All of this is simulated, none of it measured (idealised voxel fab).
The process module that follows is named voxel self aligned contacts.
In the cross-section labelled cut, the width is 200 nm and each square cell is 5 nm.
The cross-sections in this document take the form of a grid made of square cells. They are written out as bands, in order from top to bottom. Each band consists of one or more rows of cells.
Band: top height; bottom height; in nm. Then, left to right: material with width in nm, for each material. "full width": a single material spanning edge to edge. "blank": empty space.
Below 0: as-received wafer, all one material; heights counted from there. Lowest band: no bottom, goes on down, written "top 0, no bottom".
Width spec "30 to 40" -> top row of cells at first value, bottom row at second value, equal per-row change in between.
Where a step carries "all unchanged", the cross-section came out of it unchanged, cell for cell.
Basically, "Closed void roster" tells you about the enclosed voids: empty spaces with no open way to the top, 8 cells or bigger, each written width x height at distance, where distance is from the left edge, all in nm.
Text after the settings on a step's line: the simulator's own remark on that step.
Steps that use a mask can have "overlay nm" on their line. It says how far the mask sat to the right of where it was meant to be. Negative means to the left.

THE FOLLOWING LIST GIVES THE PLANNED PROCESS STEPS
- 1: RECEIVE with material Si
- 2: OXIDIZE with depth nm 5
- 3: DIRECTIONAL_DEP with material polySi, thk nm 25
- 4: DIRECTIONAL_DEP with material SiN, thk nm 20
- 5: MASKED_ETCH with tone cover, mask id GATE, width nm 25, pitch nm 70, etch materials SiN, depth nm 20, overlay nm 0
- 6: MASKED_ETCH with tone cover, mask id GATE, width nm 25, pitch nm 70, etch materials polySi, depth nm 25, overlay nm 0
- 7: CONFORMAL_DEP with material SiN, thk nm 10
- 8: DIRECTIONAL_ETCH with etch materials SiN, depth nm 10
- 9: FILL_DEP with material SiO2, thk nm 15
- 10: CMP with height nm 55
- 11: DIRECTIONAL_DEP with material aC, thk nm 10
- 12: PATTERN with tone open, mask id CONTACT, material resist, width nm 55, pitch nm 70, thk nm 25, overlay nm 0
- 13: DIRECTIONAL_ETCH with etch materials aC, depth nm 10
- 14: STRIP with etch materials resist
- 15: DIRECTIONAL_ETCH with etch materials SiO2, depth nm 60
- 16: STRIP with etch materials aC
- 17: CONFORMAL_DEP with material TiN, thk nm 5
- 18: FILL_DEP with material W, thk nm 5
- 19: CMP with height nm 55
- 20: CONFORMAL_DEP with material SiCN, thk nm 5

DELIVERED WAFER IN CROSS-SECTION: STATE AFTER STEP 1
* top 0, no bottom | Si full width
* Closed void roster: none

STARTING STRUCTURE AND PROCESS PLAN ARE AS SHOWN ABOVE, BUT ONE MISTAKE WAS MADE IN RUNNING THE MODULE; THE WAFER CROSS-SECTION AT THE END OF THE MODULE FOLLOWS
* top 60, bottom 55 | SiCN full width
* top 55, bottom 50 | W (30); TiN (5); SiO2 (55); TiN (5); W (5); TiN (5); SiO2 (55); TiN (5); W (35)
* top 50, bottom 45 | TiN (35); SiO2 (55); TiN (15); SiO2 (55); TiN (35); W (5)
* top 45, bottom 25 | TiN (5); SiN (45); SiO2 (25); SiN (45); SiO2 (25); SiN (45); TiN (5); W (5)
* top 25, bottom 0 | TiN (5); SiN (10); polySi (25); SiN (10); SiO2 (25); SiN (10); polySi (25); SiN (10); SiO2 (25); SiN (10); polySi (25); SiN (10); TiN (5); W (5)
* top 0, bottom -5 | TiN (5); SiO2 (185); TiN (10)
* top -5, no bottom | Si full width
* Closed void roster: none
Deviation from plan: off-plan run, step 12, actual operation and settings PATTERN with tone cover, mask id CONTACT, material resist, width nm 55, pitch nm 70, thk nm 25, overlay nm 0
